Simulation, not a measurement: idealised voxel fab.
The process module presented herein is designated voxel wiring stack.
Cross-section cut: width 235 nm, square cells of 5 nm.
For the purposes of this document, a cross-section shall be understood as a grid of square cells, specified as bands listed in top-to-bottom order, each band consisting of one or more rows of cells.
In this notation a band is specified by the heights of its top and bottom, in that order and in nm, after which its materials appear from left to right, each paired with its width in nm. The word "all across" attached to a single material means that material fills the band from edge to edge; the word "blank" stands for empty space.
Beneath 0, the wafer as received is one material, and that level is where height counting begins. The lowest band goes on downward without a bottom; it is written like "top 0, no bottom".
Note: "30..40" means the width goes from the first number (top row of the band) to the second number (bottom row) in equal steps per row of cells.
"stayed the same" after a step means that no cell of the cross-section changed.
"Closed void roster" lists enclosed empty spaces (at least 8 cells, no open path upward to the top), each as width x height at distance from the left edge, in nm.
Whatever follows a step's settings on its line is a remark the simulator itself makes about that step.
overlay nm: right-of-plan distance of the mask on a masked step; negative values mean left-of-plan.

[The process steps that were planned are listed below]
1) RECEIVE with material Si
2) CONFORMAL_DEP with material SiO2, thk nm 10
3) DIRECTIONAL_DEP with material TiN, thk nm 5
4) DIRECTIONAL_DEP with material W, thk nm 20
5) PATTERN with tone cover, mask id METAL_1, material resist, width nm 20, pitch nm 40, thk nm 20, overlay nm 0
6) DIRECTIONAL_ETCH with etch materials W, depth nm 20
7) DIRECTIONAL_ETCH with etch materials TiN, depth nm 5
8) STRIP with etch materials resist
9) FILL_DEP with material lowk, thk nm 5
10) CMP with height nm 35
11) CONFORMAL_DEP with material SiCN, thk nm 5
12) DIRECTIONAL_DEP with material lowk, thk nm 30
13) PATTERN with tone open, mask id METAL_2, material resist, width nm 20, pitch nm 40, thk nm 20, overlay nm 0
14) DIRECTIONAL_ETCH with etch materials lowk, depth nm 20
15) STRIP with etch materials resist
16) MASKED_ETCH with tone open, mask id METAL_2_HOLES, width nm 15, etch materials lowk, depth nm 10, overlay nm 0
17) MASKED_ETCH with tone open, mask id METAL_2_HOLES, width nm 15, etch materials SiCN, depth nm 5, overlay nm 0
18) CONFORMAL_DEP with material TiN, thk nm 5
19) FILL_DEP with material Cu, thk nm 5
20) CMP with height nm 70
21) CONFORMAL_DEP with material SiCN, thk nm 5
22) DIRECTIONAL_DEP with material lowk, thk nm 35
23) DIRECTIONAL_DEP with material aC, thk nm 10
24) PATTERN with tone open, mask id METAL_3, material resist, width nm 20, pitch nm 40, thk nm 30, overlay nm 0
25) DIRECTIONAL_ETCH with etch materials aC, depth nm 10
26) STRIP with etch materials resist
27) DIRECTIONAL_ETCH with etch materials lowk, depth nm 20
28) STRIP with etch materials aC
29) DIRECTIONAL_DEP with material aC, thk nm 15
30) PATTERN with tone open, mask id METAL_3_HOLES, material resist, width nm 15, thk nm 35, overlay nm 0
31) DIRECTIONAL_ETCH with etch materials aC, depth nm 15
32) STRIP with etch materials resist
33) DIRECTIONAL_ETCH with etch materials lowk, depth nm 15
34) DIRECTIONAL_ETCH with etch materials SiCN, depth nm 5
35) STRIP with etch materials aC
36) CONFORMAL_DEP with material TiN, thk nm 5
37) FILL_DEP with material Cu, thk nm 5
38) CMP with height nm 110
39) CONFORMAL_DEP with material SiCN, thk nm 5
40) DIRECTIONAL_DEP with material lowk, thk nm 10
41) MASKED_ETCH with tone open, mask id PLUG_3, width nm 15, pitch nm 40, etch materials lowk, depth nm 10, overlay nm 0
42) MASKED_ETCH with tone open, mask id PLUG_3, width nm 15, pitch nm 40, etch materials SiCN, depth nm 5, overlay nm 0
43) EPI with material Ru, thk nm 10
44) EPI with material Ru, thk nm 5
45) CONFORMAL_DEP with material SiN, thk nm 5
46) DIRECTIONAL_DEP with material lowk, thk nm 20
47) MASKED_ETCH with tone open, mask id METAL_4, width nm 20, pitch nm 40, etch materials lowk, depth nm 20, overlay nm 0
48) MASKED_ETCH with tone open, mask id METAL_4, width nm 20, pitch nm 40, etch materials SiN, depth nm 5, overlay nm 0
49) CONFORMAL_DEP with material TiN, thk nm 5
50) FILL_DEP with material Ru, thk nm 5
51) CMP with height nm 150
52) EPI with material Ru, thk nm 5
53) FILL_DEP with material SiCN, thk nm 5

[Step 1 complete: cross-section of the wafer as received]
> top 0, no bottom = Si all across
> Closed void roster: none

[End-of-module cross-section of the first of two wafers, processed as planned]
> top 160, bottom 155 = SiCN all across
> top 155, bottom 150 = SiCN 80 | Ru 30 | SiCN 10 | Ru 30 | SiCN 85
> top 150, bottom 130 = lowk 85 | TiN 5 | Ru 10 | TiN 5 | lowk 20 | TiN 5 | Ru 10 | TiN 5 | lowk 90
> top 130, bottom 125 = SiN 85 | TiN 20 | SiN 20 | TiN 20 | SiN 90
> top 125, bottom 115 = lowk 85 | Ru 15 | lowk 25 | Ru 15 | lowk 95
> top 115, bottom 110 = SiCN 85 | Ru 15 | SiCN 25 | Ru 15 | SiCN 95
> top 110, bottom 95 = lowk 85 | TiN 5 | Cu 10 | TiN 5 | lowk 20 | TiN 5 | Cu 10 | TiN 5 | lowk 90
> top 95, bottom 90 = lowk 85 | TiN 5 | Cu 5 | TiN 10 | lowk 20 | TiN 20 | lowk 90
> top 90, bottom 75 = lowk 85 | TiN 5 | Cu 5 | TiN 5 | lowk 135
> top 75, bottom 70 = SiCN 85 | TiN 15 | SiCN 135
> top 70, bottom 55 = lowk 85 | TiN 5 | Cu 10 | TiN 5 | lowk 20 | TiN 5 | Cu 10 | TiN 5 | lowk 90
> top 55, bottom 50 = lowk 85 | TiN 5 | Cu 5 | TiN 10 | lowk 20 | TiN 20 | lowk 90
> top 50, bottom 40 = lowk 85 | TiN 5 | Cu 5 | TiN 5 | lowk 135
> top 40, bottom 35 = SiCN 85 | TiN 15 | SiCN 135
> top 35, bottom 15 = lowk 85 | W 20 | lowk 20 | W 20 | lowk 90
> top 15, bottom 10 = lowk 85 | TiN 20 | lowk 20 | TiN 20 | lowk 90
> top 10, bottom 0 = SiO2 all across
> top 0, no bottom = Si all across
> Closed void roster: none

[Wafer two, sectioned after the module: the first wafer's start, the first wafer's plan, and one mistake in how it was run]
> top 160, bottom 155 = SiCN all across
> top 155, bottom 150 = SiCN 80 | Ru 30 | SiCN 10 | Ru 30 | SiCN 85
> top 150, bottom 130 = lowk 85 | TiN 5 | Ru 10 | TiN 5 | lowk 20 | TiN 5 | Ru 10 | TiN 5 | lowk 90
> top 130, bottom 125 = SiN 85 | TiN 20 | SiN 20 | TiN 20 | SiN 90
> top 125, bottom 115 = lowk 85 | Ru 15 | lowk 25 | Ru 15 | lowk 95
> top 115, bottom 110 = SiCN 85 | Ru 15 | SiCN 25 | Ru 15 | SiCN 95
> top 110, bottom 95 = lowk 85 | TiN 5 | Cu 10 | TiN 5 | lowk 20 | TiN 5 | Cu 10 | TiN 5 | lowk 90
> top 95, bottom 90 = lowk 85 | TiN 5 | Cu 5 | TiN 10 | lowk 20 | TiN 20 | lowk 90
> top 90, bottom 75 = lowk 85 | TiN 5 | Cu 5 | TiN 5 | lowk 135
> top 75, bottom 70 = SiCN 85 | TiN 15 | SiCN 135
> top 70, bottom 55 = lowk 85 | TiN 5 | Cu 10 | TiN 5 | lowk 20 | TiN 5 | Cu 10 | TiN 5 | lowk 90
> top 55, bottom 50 = lowk 85 | TiN 5 | Cu 5 | TiN 10 | lowk 20 | TiN 20 | lowk 90
> top 50, bottom 40 = lowk 85 | TiN 5 | Cu 5 | TiN 5 | lowk 135
> top 40, bottom 35 = SiCN 85 | TiN 15 | SiCN 135
> top 35, bottom 20 = lowk 85 | W 20 | lowk 20 | W 20 | lowk 90
> top 20, bottom 15 = lowk 85 | TiN 20 | lowk 20 | TiN 20 | lowk 90
> top 15, bottom 0 = SiO2 all across
> top 0, no bottom = Si all across
> Closed void roster: none
Against the plan, the run slipped here: step 2 was processed under conditions differing from the plan, specifically as CONFORMAL_DEP with material SiO2, thk nm 15
Cell-count delta at end, second wafer over first, by material: SiO2 +47 | W -8 | lowk -39
